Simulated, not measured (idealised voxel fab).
The process module that follows is named voxel self aligned vias.
Shown is cross-section cut, with a width of 255 nm and square cells of size 5 nm.
Square cells in a grid make up a cross-section in this document, and the grid is given as bands, listed from the top down, each one or more rows of cells. Top, bottom (nm), then materials left to right with widths (nm); lone material tagged "full width" fills the whole band edge to edge; "blank" = empty space. Beneath 0, the wafer as received is one material, and that level is where height counting begins. The lowest band goes on downward without a bottom; it is written like "top 0, no bottom". You'd read "30 to 40" like this: the band's top row of cells is as wide as the first number, its bottom row is as wide as the second, and going down, every row changes width by the same amount as the row before did. Basically "nothing was modified" means that step didn't change any cell in the cross-section. Any empty space of 8 cells or more lacking an open way to the top shows up in "Closed cavities" as width x height at distance, distance from the left edge, in nm. The remark found on a step's line after its settings is issued by the simulator itself and pertains to that step. overlay nm: for a step with a mask, the amount by which the mask lay right of where it was planned; a negative amount means left of it.
### These are the steps we planned for the process
1: RECEIVE: material Si
2: CONFORMAL_DEP: material SiO2, thk nm 15
3: CONFORMAL_DEP: material SiCN, thk nm 5
4: DIRECTIONAL_DEP: material SiO2, thk nm 20
5: PATTERN: tone open, mask id LINES, material resist, width nm 30, pitch nm 80, thk nm 20, overlay nm 0
6: DIRECTIONAL_ETCH: etch materials SiO2, depth nm 20
7: STRIP: etch materials resist
8: CONFORMAL_DEP: material TiN, thk nm 5
9: FILL_DEP: material W, thk nm 10
10: CMP: height nm 40
11: SELECTIVE_ETCH: etch materials W Ru TiN, depth nm 5
12: FILL_DEP: material SiN, thk nm 10
13: CMP: height nm 40
14: DIRECTIONAL_DEP: material SiO2, thk nm 20
15: DIRECTIONAL_DEP: material aC, thk nm 15
16: PATTERN: tone open, mask id VIAS, material resist, width nm 50, thk nm 30, overlay nm 0
17: DIRECTIONAL_ETCH: etch materials aC, depth nm 15
18: STRIP: etch materials resist
19: DIRECTIONAL_ETCH: etch materials SiO2, depth nm 20
20: DIRECTIONAL_ETCH: etch materials SiN, depth nm 5
21: STRIP: etch materials aC
22: CONFORMAL_DEP: material TiN, thk nm 5
23: FILL_DEP: material Cu, thk nm 5
24: CMP: height nm 60
25: CONFORMAL_DEP: material SiN, thk nm 5
### as received, after step 1
- top 0, no bottom: Si full width
- Closed cavities: none
### Starting wafer: above. Plan: above. Run: one mistake. Cross-section after the module: below
- top 65, bottom 60: SiN full width
- top 60, bottom 45: 60 of SiO2  5 of TiN  40 of Cu  5 of TiN  145 of SiO2
- top 45, bottom 40: 60 of SiO2  15 of TiN  20 of Cu  15 of TiN  145 of SiO2
- top 40, bottom 35: 70 of SiO2  30 of TiN  50 of SiO2  30 of SiN  75 of SiO2
- top 35, bottom 30: SiCN full width
- top 30, bottom 0: SiO2 full width
- top 0, no bottom: Si full width
- Closed cavities: none
Where did the run depart from the plan? plan step 2 was twice executed
